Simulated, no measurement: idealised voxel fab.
Process module in this document: voxel transistor to metal
The figure presents cross-section cut, which has a width of 195 nm and is divided into square cells with an edge length of 5 nm.
For the purposes of this document, a cross-section shall be understood as a grid of square cells, specified as bands listed in top-to-bottom order, each band consisting of one or more rows of cells.
This entry defines a band. It first specifies the height of the band's top and the height of its bottom in nm, and then specifies the band's materials from left to right, stating each material with its width in nm. The word "everywhere" identifies a single material that fills the band from edge to edge, while the word "empty" identifies empty space.
The reference from which all heights are counted is 0, the level beneath which the as-received wafer is entirely one material; the lowest band, having no lower bound, proceeds downward and is written after the example "0..down".
It should be noted that a width expressed as "30..40" varies in equal increments from row to row of cells within the band, taking the value of the first number at the top row and that of the second number at the bottom row.
"identical to before" means the step left every cell of the cross-section as it was.
The entry titled "Closed-off voids" provides the empty spaces that have no open way to the top, restricted to those of 8 cells or more. Each is presented as width x height at distance, the distance being measured from the left edge, with all three in nm.
Step line, after settings: the simulator's comment on this step.
"overlay nm", when on a step's line for a step with a mask, measures how far to the right of its planned place the mask lay; a negative measure means to the left.
**List of planned process steps**
1) RECEIVE with material Si
2) CONFORMAL_DEP with material SiO2, thk nm 5
3) CONFORMAL_DEP with material SiN, thk nm 10
4) MASKED_ETCH with tone cover, mask id ACTIVE, width nm 125, etch materials SiN, depth nm 10, overlay nm 0
5) MASKED_ETCH with tone cover, mask id ACTIVE, width nm 125, etch materials SiO2, depth nm 5, overlay nm 0
6) MASKED_ETCH with tone cover, mask id ACTIVE, width nm 125, etch materials Si, depth nm 25, overlay nm 0
7) FILL_DEP with material SiO2, thk nm 5
8) CMP with height nm 15
9) SELECTIVE_ETCH with etch materials SiO2, depth nm 10
10) STRIP with etch materials SiN
11) SELECTIVE_ETCH with etch materials SiO2, depth nm 5
12) OXIDIZE with depth nm 5
13) DIRECTIONAL_DEP with material polySi, thk nm 25
14) DIRECTIONAL_DEP with material SiCN, thk nm 10
15) PATTERN with tone cover, mask id GATE, material resist, width nm 25, thk nm 15, overlay nm 0
16) DIRECTIONAL_ETCH with etch materials SiCN, depth nm 20
17) DIRECTIONAL_ETCH with etch materials polySi, depth nm 35
18) STRIP with etch materials resist
19) CONFORMAL_DEP with material SiN, thk nm 10
20) DIRECTIONAL_ETCH with etch materials SiN, depth nm 10
21) DIRECTIONAL_ETCH with etch materials SiO2, depth nm 5
22) DIRECTIONAL_ETCH with etch materials Si, depth nm 5
23) EPI with material SiGe, thk nm 10
24) FILL_DEP with material SiO2, thk nm 10
25) CMP with height nm 35
26) DIRECTIONAL_DEP with material SiO2, thk nm 15
27) DIRECTIONAL_DEP with material aC, thk nm 15
28) PATTERN with tone open, mask id CONTACT, material resist, width nm 35, pitch nm 70, thk nm 30, overlay nm 0
29) DIRECTIONAL_ETCH with etch materials aC, depth nm 15
30) STRIP with etch materials resist
31) DIRECTIONAL_ETCH with etch materials SiO2, depth nm 50
32) STRIP with etch materials aC
33) CONFORMAL_DEP with material TiN, thk nm 5
34) FILL_DEP with material Ru, thk nm 10
35) CMP with height nm 50
36) CONFORMAL_DEP with material SiCN, thk nm 5
37) DIRECTIONAL_DEP with material lowk, thk nm 20
38) MASKED_ETCH with tone open, mask id METAL_1, width nm 20, pitch nm 85, etch materials lowk, depth nm 20, overlay nm 0
39) MASKED_ETCH with tone open, mask id METAL_1, width nm 20, pitch nm 85, etch materials SiCN, depth nm 5, overlay nm 0
40) CONFORMAL_DEP with material TiN, thk nm 5
41) FILL_DEP with material W, thk nm 5
42) CMP with height nm 75
43) CONFORMAL_DEP with material SiCN, thk nm 5
44) DIRECTIONAL_DEP with material SiO2, thk nm 30
45) PATTERN with tone open, mask id METAL_2, material resist, width nm 20, pitch nm 85, thk nm 15, overlay nm 0
46) DIRECTIONAL_ETCH with etch materials SiO2, depth nm 20
47) STRIP with etch materials resist
48) MASKED_ETCH with tone open, mask id METAL_2_HOLES, width nm 15, pitch nm 85, etch materials SiO2, depth nm 10, overlay nm 0
49) MASKED_ETCH with tone open, mask id METAL_2_HOLES, width nm 15, pitch nm 85, etch materials SiCN, depth nm 5, overlay nm 0
50) CONFORMAL_DEP with material TiN, thk nm 5
51) FILL_DEP with material Cu, thk nm 10
52) CMP with height nm 110
53) CONFORMAL_DEP with material SiN, thk nm 5
**First of two wafers - as planned**
**Step 1 complete: cross-section of the wafer as received**
> 0..down | Si everywhere
> Closed-off voids: none
**Upon completion of step 2, the wafer appears in cross-section as shown**
> 5..0 | SiO2 everywhere
> At heights below 0, the structure remains unaltered.
**Upon completion of step 3, the wafer appears in cross-section as shown**
> 15..5 | SiN everywhere
> At heights below 5, the structure remains unaltered.
**Upon completion of step 4, the wafer appears in cross-section as shown**
> 15..5 | 35 of empty, 125 of SiN, 35 of empty
> At heights below 5, the structure remains unaltered.
**Upon completion of step 5, the wafer appears in cross-section as shown**
> 15..5 | 35 of empty, 125 of SiN, 35 of empty
> 5..0 | 35 of empty, 125 of SiO2, 35 of empty
> At heights below 0, the structure remains unaltered.
**Upon completion of step 6, the wafer appears in cross-section as shown**
> 15..5 | 35 of empty, 125 of SiN, 35 of empty
> 5..0 | 35 of empty, 125 of SiO2, 35 of empty
> 0..-25 | 35 of empty, 125 of Si, 35 of empty
> At heights below -25, the structure remains unaltered.
**Upon completion of step 7, the wafer appears in cross-section as shown**
> 20..15 | SiO2 everywhere
> 15..5 | 35 of SiO2, 125 of SiN, 35 of SiO2
> 5..0 | SiO2 everywhere
> 0..-25 | 35 of SiO2, 125 of Si, 35 of SiO2
> At heights below -25, the structure remains unaltered.
**Upon completion of step 8, the wafer appears in cross-section as shown**
> 15..5 | 35 of SiO2, 125 of SiN, 35 of SiO2
> At heights below 5, the structure remains unaltered.
**Upon completion of step 9, the wafer appears in cross-section as shown**
> 15..5 | 35 of empty, 125 of SiN, 35 of empty
> At heights below 5, the structure remains unaltered.
**Upon completion of step 10, the wafer appears in cross-section as shown**
> 5..0 | SiO2 everywhere
> At heights below 0, the structure remains unaltered.
**Upon completion of step 11, the wafer appears in cross-section as shown**
> 0..-25 | 35 of SiO2, 125 of Si, 35 of SiO2
> At heights below -25, the structure remains unaltered.
**Upon completion of step 12, the wafer appears in cross-section as shown**
> 0..-5 | SiO2 everywhere
> At heights below -5, the structure remains unaltered.
**Upon completion of step 13, the wafer appears in cross-section as shown**
> 25..0 | polySi everywhere
> At heights below 0, the structure remains unaltered.
**Upon completion of step 14, the wafer appears in cross-section as shown**
> 35..25 | SiCN everywhere
> At heights below 25, the structure remains unaltered.
**Upon completion of step 15, the wafer appears in cross-section as shown**
> 50..35 | 85 of empty, 25 of resist, 85 of empty
> At heights below 35, the structure remains unaltered.
**Upon completion of step 16, the wafer appears in cross-section as shown**
> 50..35 | 85 of empty, 25 of resist, 85 of empty
> 35..25 | 85 of empty, 25 of SiCN, 85 of empty
> At heights below 25, the structure remains unaltered.
**Upon completion of step 17, the wafer appears in cross-section as shown**
> 50..35 | 85 of empty, 25 of resist, 85 of empty
> 35..25 | 85 of empty, 25 of SiCN, 85 of empty
> 25..0 | 85 of empty, 25 of polySi, 85 of empty
> At heights below 0, the structure remains unaltered.
**Upon completion of step 18, the wafer appears in cross-section as shown**
> 35..25 | 85 of empty, 25 of SiCN, 85 of empty
> At heights below 25, the structure remains unaltered.
**Upon completion of step 19, the wafer appears in cross-section as shown**
> 45..35 | 75 of empty, 45 of SiN, 75 of empty
> 35..25 | 75 of empty, 10 of SiN, 25 of SiCN, 10 of SiN, 75 of empty
> 25..10 | 75 of empty, 10 of SiN, 25 of polySi, 10 of SiN, 75 of empty
> 10..0 | 85 of SiN, 25 of polySi, 85 of SiN
> At heights below 0, the structure remains unaltered.
**Upon completion of step 20, the wafer appears in cross-section as shown**
> 35..25 | 75 of empty, 10 of SiN, 25 of SiCN, 10 of SiN, 75 of empty
> 25..0 | 75 of empty, 10 of SiN, 25 of polySi, 10 of SiN, 75 of empty
> At heights below 0, the structure remains unaltered.
**Upon completion of step 21, the wafer appears in cross-section as shown**
> 35..25 | 75 of empty, 10 of SiN, 25 of SiCN, 10 of SiN, 75 of empty
> 25..0 | 75 of empty, 10 of SiN, 25 of polySi, 10 of SiN, 75 of empty
> 0..-5 | 75 of empty, 45 of SiO2, 75 of empty
> At heights below -5, the structure remains unaltered.
**Upon completion of step 22, the wafer appears in cross-section as shown**
> 35..25 | 75 of empty, 10 of SiN, 25 of SiCN, 10 of SiN, 75 of empty
> 25..0 | 75 of empty, 10 of SiN, 25 of polySi, 10 of SiN, 75 of empty
> 0..-5 | 75 of empty, 45 of SiO2, 75 of empty
> -5..-10 | 35 of SiO2, 40 of empty, 45 of Si, 40 of empty, 35 of SiO2
> At heights below -10, the structure remains unaltered.
**Upon completion of step 23, the wafer appears in cross-section as shown**
> 35..25 | 75 of empty, 10 of SiN, 25 of SiCN, 10 of SiN, 75 of empty
> 25..5 | 75 of empty, 10 of SiN, 25 of polySi, 10 of SiN, 75 of empty
> 5..0 | 65 of empty, 10 of SiGe, 10 of SiN, 25 of polySi, 10 of SiN, 10 of SiGe, 65 of empty
> 0..-5 | 30 of empty, 45 of SiGe, 45 of SiO2, 45 of SiGe, 30 of empty
> -5..-10 | 35 of SiO2, 40 of SiGe, 45 of Si, 40 of SiGe, 35 of SiO2
> At heights below -10, the structure remains unaltered.
**Upon completion of step 24, the wafer appears in cross-section as shown**
> 45..35 | SiO2 everywhere
> 35..25 | 75 of SiO2, 10 of SiN, 25 of SiCN, 10 of SiN, 75 of SiO2
> 25..5 | 75 of SiO2, 10 of SiN, 25 of polySi, 10 of SiN, 75 of SiO2
> 5..0 | 65 of SiO2, 10 of SiGe, 10 of SiN, 25 of polySi, 10 of SiN, 10 of SiGe, 65 of SiO2
> 0..-5 | 30 of SiO2, 45 of SiGe, 45 of SiO2, 45 of SiGe, 30 of SiO2
> At heights below -5, the structure remains unaltered.
**Upon completion of step 25, the wafer appears in cross-section as shown**
> 35..25 | 75 of SiO2, 10 of SiN, 25 of SiCN, 10 of SiN, 75 of SiO2
> At heights below 25, the structure remains unaltered.
**Upon completion of step 26, the wafer appears in cross-section as shown**
> 50..35 | SiO2 everywhere
> At heights below 35, the structure remains unaltered.
**Upon completion of step 27, the wafer appears in cross-section as shown**
> 65..50 | aC everywhere
> At heights below 50, the structure remains unaltered.
**Upon completion of step 28, the wafer appears in cross-section as shown**
> 95..65 | 45 of resist, 35 of empty, 35 of resist, 35 of empty, 45 of resist
> At heights below 65, the structure remains unaltered.
**Upon completion of step 29, the wafer appears in cross-section as shown**
> 80..65 | 45 of resist, 35 of empty, 35 of resist, 35 of empty, 45 of resist
> 65..50 | 45 of aC, 35 of empty, 35 of aC, 35 of empty, 45 of aC
> At heights below 50, the structure remains unaltered.
**Upon completion of step 30, the wafer appears in cross-section as shown**
> 65..50 | 45 of aC, 35 of empty, 35 of aC, 35 of empty, 45 of aC
> At heights below 50, the structure remains unaltered.
**Upon completion of step 31, the wafer appears in cross-section as shown**
> 65..50 | 45 of aC, 35 of empty, 35 of aC, 35 of empty, 45 of aC
> 50..35 | 45 of SiO2, 35 of empty, 35 of SiO2, 35 of empty, 45 of SiO2
> 35..25 | 45 of SiO2, 30 of empty, 10 of SiN, 25 of SiCN, 10 of SiN, 30 of empty, 45 of SiO2
> 25..5 | 45 of SiO2, 30 of empty, 10 of SiN, 25 of polySi, 10 of SiN, 30 of empty, 45 of SiO2
> 5..0 | 45 of SiO2, 20 of empty, 10 of SiGe, 10 of SiN, 25 of polySi, 10 of SiN, 10 of SiGe, 20 of empty, 45 of SiO2
> At heights below 0, the structure remains unaltered.
**Upon completion of step 32, the wafer appears in cross-section as shown**
> 50..35 | 45 of SiO2, 35 of empty, 35 of SiO2, 35 of empty, 45 of SiO2
> At heights below 35, the structure remains unaltered.
**Upon completion of step 33, the wafer appears in cross-section as shown**
> 55..50 | 50 of TiN, 25 of empty, 45 of TiN, 25 of empty, 50 of TiN
> 50..40 | 45 of SiO2, 5 of TiN, 25 of empty, 5 of TiN, 35 of SiO2, 5 of TiN, 25 of empty, 5 of TiN, 45 of SiO2
> 40..35 | 45 of SiO2, 5 of TiN, 20 of empty, 10 of TiN, 35 of SiO2, 10 of TiN, 20 of empty, 5 of TiN, 45 of SiO2
> 35..25 | 45 of SiO2, 5 of TiN, 20 of empty, 5 of TiN, 10 of SiN, 25 of SiCN, 10 of SiN, 5 of TiN, 20 of empty, 5 of TiN, 45 of SiO2
> 25..10 | 45 of SiO2, 5 of TiN, 20 of empty, 5 of TiN, 10 of SiN, 25 of polySi, 10 of SiN, 5 of TiN, 20 of empty, 5 of TiN, 45 of SiO2
> 10..5 | 45 of SiO2, 5 of TiN, 10 of empty, 15 of TiN, 10 of SiN, 25 of polySi, 10 of SiN, 15 of TiN, 10 of empty, 5 of TiN, 45 of SiO2
> 5..0 | 45 of SiO2, 20 of TiN, 10 of SiGe, 10 of SiN, 25 of polySi, 10 of SiN, 10 of SiGe, 20 of TiN, 45 of SiO2
> At heights below 0, the structure remains unaltered.
**Upon completion of step 34, the wafer appears in cross-section as shown**
> 65..55 | Ru everywhere
> 55..50 | 50 of TiN, 25 of Ru, 45 of TiN, 25 of Ru, 50 of TiN
> 50..40 | 45 of SiO2, 5 of TiN, 25 of Ru, 5 of TiN, 35 of SiO2, 5 of TiN, 25 of Ru, 5 of TiN, 45 of SiO2
> 40..35 | 45 of SiO2, 5 of TiN, 20 of Ru, 10 of TiN, 35 of SiO2, 10 of TiN, 20 of Ru, 5 of TiN, 45 of SiO2
> 35..25 | 45 of SiO2, 5 of TiN, 20 of Ru, 5 of TiN, 10 of SiN, 25 of SiCN, 10 of SiN, 5 of TiN, 20 of Ru, 5 of TiN, 45 of SiO2
> 25..10 | 45 of SiO2, 5 of TiN, 20 of Ru, 5 of TiN, 10 of SiN, 25 of polySi, 10 of SiN, 5 of TiN, 20 of Ru, 5 of TiN, 45 of SiO2
> 10..5 | 45 of SiO2, 5 of TiN, 10 of Ru, 15 of TiN, 10 of SiN, 25 of polySi, 10 of SiN, 15 of TiN, 10 of Ru, 5 of TiN, 45 of SiO2
> At heights below 5, the structure remains unaltered.
**Upon completion of step 35, the wafer appears in cross-section as shown**
> 50..40 | 45 of SiO2, 5 of TiN, 25 of Ru, 5 of TiN, 35 of SiO2, 5 of TiN, 25 of Ru, 5 of TiN, 45 of SiO2
> At heights below 40, the structure remains unaltered.
**Upon completion of step 36, the wafer appears in cross-section as shown**
> 55..50 | SiCN everywhere
> At heights below 50, the structure remains unaltered.
**Upon completion of step 37, the wafer appears in cross-section as shown**
> 75..55 | lowk everywhere
> At heights below 55, the structure remains unaltered.
**Upon completion of step 38, the wafer appears in cross-section as shown**
> 75..55 | 45 of lowk, 20 of empty, 65 of lowk, 20 of empty, 45 of lowk
> At heights below 55, the structure remains unaltered.
**Upon completion of step 39, the wafer appears in cross-section as shown**
> 75..55 | 45 of lowk, 20 of empty, 65 of lowk, 20 of empty, 45 of lowk
> 55..50 | 45 of SiCN, 20 of empty, 65 of SiCN, 20 of empty, 45 of SiCN
> At heights below 50, the structure remains unaltered.
**Upon completion of step 40, the wafer appears in cross-section as shown**
> 80..75 | 50 of TiN, 10 of empty, 75 of TiN, 10 of empty, 50 of TiN
> 75..55 | 45 of lowk, 5 of TiN, 10 of empty, 5 of TiN, 65 of lowk, 5 of TiN, 10 of empty, 5 of TiN, 45 of lowk
> 55..50 | 45 of SiCN, 20 of TiN, 65 of SiCN, 20 of TiN, 45 of SiCN
> At heights below 50, the structure remains unaltered.
**Upon completion of step 41, the wafer appears in cross-section as shown**
> 85..80 | W everywhere
> 80..75 | 50 of TiN, 10 of W, 75 of TiN, 10 of W, 50 of TiN
> 75..55 | 45 of lowk, 5 of TiN, 10 of W, 5 of TiN, 65 of lowk, 5 of TiN, 10 of W, 5 of TiN, 45 of lowk
> At heights below 55, the structure remains unaltered.
**Upon completion of step 42, the wafer appears in cross-section as shown**
> 75..55 | 45 of lowk, 5 of TiN, 10 of W, 5 of TiN, 65 of lowk, 5 of TiN, 10 of W, 5 of TiN, 45 of lowk
> At heights below 55, the structure remains unaltered.
**Upon completion of step 43, the wafer appears in cross-section as shown**
> 80..75 | SiCN everywhere
> At heights below 75, the structure remains unaltered.
**Upon completion of step 44, the wafer appears in cross-section as shown**
> 110..80 | SiO2 everywhere
> At heights below 80, the structure remains unaltered.
**Upon completion of step 45, the wafer appears in cross-section as shown**
> 125..110 | 45 of resist, 20 of empty, 65 of resist, 20 of empty, 45 of resist
> At heights below 110, the structure remains unaltered.
**Upon completion of step 46, the wafer appears in cross-section as shown**
> 125..110 | 45 of resist, 20 of empty, 65 of resist, 20 of empty, 45 of resist
> 110..90 | 45 of SiO2, 20 of empty, 65 of SiO2, 20 of empty, 45 of SiO2
> At heights below 90, the structure remains unaltered.
**Upon completion of step 47, the wafer appears in cross-section as shown**
> 110..90 | 45 of SiO2, 20 of empty, 65 of SiO2, 20 of empty, 45 of SiO2
> At heights below 90, the structure remains unaltered.
**Upon completion of step 48, the wafer appears in cross-section as shown**
> 110..90 | 45 of SiO2, 20 of empty, 65 of SiO2, 20 of empty, 45 of SiO2
> 90..80 | 45 of SiO2, 15 of empty, 70 of SiO2, 15 of empty, 50 of SiO2
> At heights below 80, the structure remains unaltered.
**Upon completion of step 49, the wafer appears in cross-section as shown**
> 110..90 | 45 of SiO2, 20 of empty, 65 of SiO2, 20 of empty, 45 of SiO2
> 90..80 | 45 of SiO2, 15 of empty, 70 of SiO2, 15 of empty, 50 of SiO2
> 80..75 | 45 of SiCN, 15 of empty, 70 of SiCN, 15 of empty, 50 of SiCN
> At heights below 75, the structure remains unaltered.
**Upon completion of step 50, the wafer appears in cross-section as shown**
> 115..110 | 50 of TiN, 10 of empty, 75 of TiN, 10 of empty, 50 of TiN
> 110..95 | 45 of SiO2, 5 of TiN, 10 of empty, 5 of TiN, 65 of SiO2, 5 of TiN, 10 of empty, 5 of TiN, 45 of SiO2
> 95..90 | 45 of SiO2, 5 of TiN, 5 of empty, 10 of TiN, 65 of SiO2, 5 of TiN, 5 of empty, 10 of TiN, 45 of SiO2
> 90..80 | 45 of SiO2, 5 of TiN, 5 of empty, 5 of TiN, 70 of SiO2, 5 of TiN, 5 of empty, 5 of TiN, 50 of SiO2
> 80..75 | 45 of SiCN, 15 of TiN, 70 of SiCN, 15 of TiN, 50 of SiCN
> At heights below 75, the structure remains unaltered.
**Upon completion of step 51, the wafer appears in cross-section as shown**
> 125..115 | Cu everywhere
> 115..110 | 50 of TiN, 10 of Cu, 75 of TiN, 10 of Cu, 50 of TiN
> 110..95 | 45 of SiO2, 5 of TiN, 10 of Cu, 5 of TiN, 65 of SiO2, 5 of TiN, 10 of Cu, 5 of TiN, 45 of SiO2
> 95..90 | 45 of SiO2, 5 of TiN, 5 of Cu, 10 of TiN, 65 of SiO2, 5 of TiN, 5 of Cu, 10 of TiN, 45 of SiO2
> 90..80 | 45 of SiO2, 5 of TiN, 5 of Cu, 5 of TiN, 70 of SiO2, 5 of TiN, 5 of Cu, 5 of TiN, 50 of SiO2
> At heights below 80, the structure remains unaltered.
**Upon completion of step 52, the wafer appears in cross-section as shown**
> 110..95 | 45 of SiO2, 5 of TiN, 10 of Cu, 5 of TiN, 65 of SiO2, 5 of TiN, 10 of Cu, 5 of TiN, 45 of SiO2
> At heights below 95, the structure remains unaltered.
**Upon completion of step 53, the wafer appears in cross-section as shown**
> 115..110 | SiN everywhere
> At heights below 110, the structure remains unaltered.
**Second of two: same start, same plan, one run error; steps up to and including 35 match the first**
**Second wafer, cross-section, planned end of step 36**
> 70..50 | lowk everywhere
> At heights below 50, the structure remains unaltered.
**Second wafer, cross-section, planned end of step 37**
> 75..70 | SiCN everywhere
> At heights below 70, the structure remains unaltered.
Second wafer, cross-section, planned end of step 38: identical to before
**Second wafer, cross-section, planned end of step 39**
> 75..70 | 45 of SiCN, 20 of empty, 65 of SiCN, 20 of empty, 45 of SiCN
> At heights below 70, the structure remains unaltered.
**Second wafer, cross-section, planned end of step 40**
> 80..75 | 50 of TiN, 10 of empty, 75 of TiN, 10 of empty, 50 of TiN
> 75..70 | 45 of SiCN, 20 of TiN, 65 of SiCN, 20 of TiN, 45 of SiCN
> At heights below 70, the structure remains unaltered.
**Second wafer, cross-section, planned end of step 41**
> 85..80 | W everywhere
> 80..75 | 50 of TiN, 10 of W, 75 of TiN, 10 of W, 50 of TiN
> At heights below 75, the structure remains unaltered.
**Second wafer, cross-section, planned end of step 42**
> 75..70 | 45 of SiCN, 20 of TiN, 65 of SiCN, 20 of TiN, 45 of SiCN
> At heights below 70, the structure remains unaltered.
**Second wafer, cross-section, planned end of step 43**
> 80..75 | SiCN everywhere
> At heights below 75, the structure remains unaltered.
**Second wafer, cross-section, planned end of step 44**
> 110..80 | SiO2 everywhere
> At heights below 80, the structure remains unaltered.
**Second wafer, cross-section, planned end of step 45**
> 125..110 | 45 of resist, 20 of empty, 65 of resist, 20 of empty, 45 of resist
> At heights below 110, the structure remains unaltered.
**Second wafer, cross-section, planned end of step 46**
> 125..110 | 45 of resist, 20 of empty, 65 of resist, 20 of empty, 45 of resist
> 110..90 | 45 of SiO2, 20 of empty, 65 of SiO2, 20 of empty, 45 of SiO2
> At heights below 90, the structure remains unaltered.
**Second wafer, cross-section, planned end of step 47**
> 110..90 | 45 of SiO2, 20 of empty, 65 of SiO2, 20 of empty, 45 of SiO2
> At heights below 90, the structure remains unaltered.
**Second wafer, cross-section, planned end of step 48**
> 110..90 | 45 of SiO2, 20 of empty, 65 of SiO2, 20 of empty, 45 of SiO2
> 90..80 | 45 of SiO2, 15 of empty, 70 of SiO2, 15 of empty, 50 of SiO2
> At heights below 80, the structure remains unaltered.
**Second wafer, cross-section, planned end of step 49**
> 110..90 | 45 of SiO2, 20 of empty, 65 of SiO2, 20 of empty, 45 of SiO2
> 90..80 | 45 of SiO2, 15 of empty, 70 of SiO2, 15 of empty, 50 of SiO2
> 80..75 | 45 of SiCN, 15 of empty, 70 of SiCN, 15 of empty, 50 of SiCN
> At heights below 75, the structure remains unaltered.
**Second wafer, cross-section, planned end of step 50**
> 115..110 | 50 of TiN, 10 of empty, 75 of TiN, 10 of empty, 50 of TiN
> 110..95 | 45 of SiO2, 5 of TiN, 10 of empty, 5 of TiN, 65 of SiO2, 5 of TiN, 10 of empty, 5 of TiN, 45 of SiO2
> 95..90 | 45 of SiO2, 5 of TiN, 5 of empty, 10 of TiN, 65 of SiO2, 5 of TiN, 5 of empty, 10 of TiN, 45 of SiO2
> 90..80 | 45 of SiO2, 5 of TiN, 5 of empty, 5 of TiN, 70 of SiO2, 5 of TiN, 5 of empty, 5 of TiN, 50 of SiO2
> 80..70 | 45 of SiCN, 15..20 of TiN, 70..65 of SiCN, 15..20 of TiN, 50..45 of SiCN
> At heights below 70, the structure remains unaltered.
**Second wafer, cross-section, planned end of step 51**
> 125..115 | Cu everywhere
> 115..110 | 50 of TiN, 10 of Cu, 75 of TiN, 10 of Cu, 50 of TiN
> 110..95 | 45 of SiO2, 5 of TiN, 10 of Cu, 5 of TiN, 65 of SiO2, 5 of TiN, 10 of Cu, 5 of TiN, 45 of SiO2
> 95..90 | 45 of SiO2, 5 of TiN, 5 of Cu, 10 of TiN, 65 of SiO2, 5 of TiN, 5 of Cu, 10 of TiN, 45 of SiO2
> 90..80 | 45 of SiO2, 5 of TiN, 5 of Cu, 5 of TiN, 70 of SiO2, 5 of TiN, 5 of Cu, 5 of TiN, 50 of SiO2
> At heights below 80, the structure remains unaltered.
**Second wafer, cross-section, planned end of step 52**
> 110..95 | 45 of SiO2, 5 of TiN, 10 of Cu, 5 of TiN, 65 of SiO2, 5 of TiN, 10 of Cu, 5 of TiN, 45 of SiO2
> At heights below 95, the structure remains unaltered.
**Second wafer, cross-section, planned end of step 53**
> 115..110 | SiN everywhere
> At heights below 110, the structure remains unaltered.
Diagnosis: steps 36 and 37 got flipped, so each one ran where the other should have
Looking at both finished wafers in cells, the second ends up ahead of or behind the first on some materials: TiN: 16 fewer; W: 16 fewer; lowk: 32 more
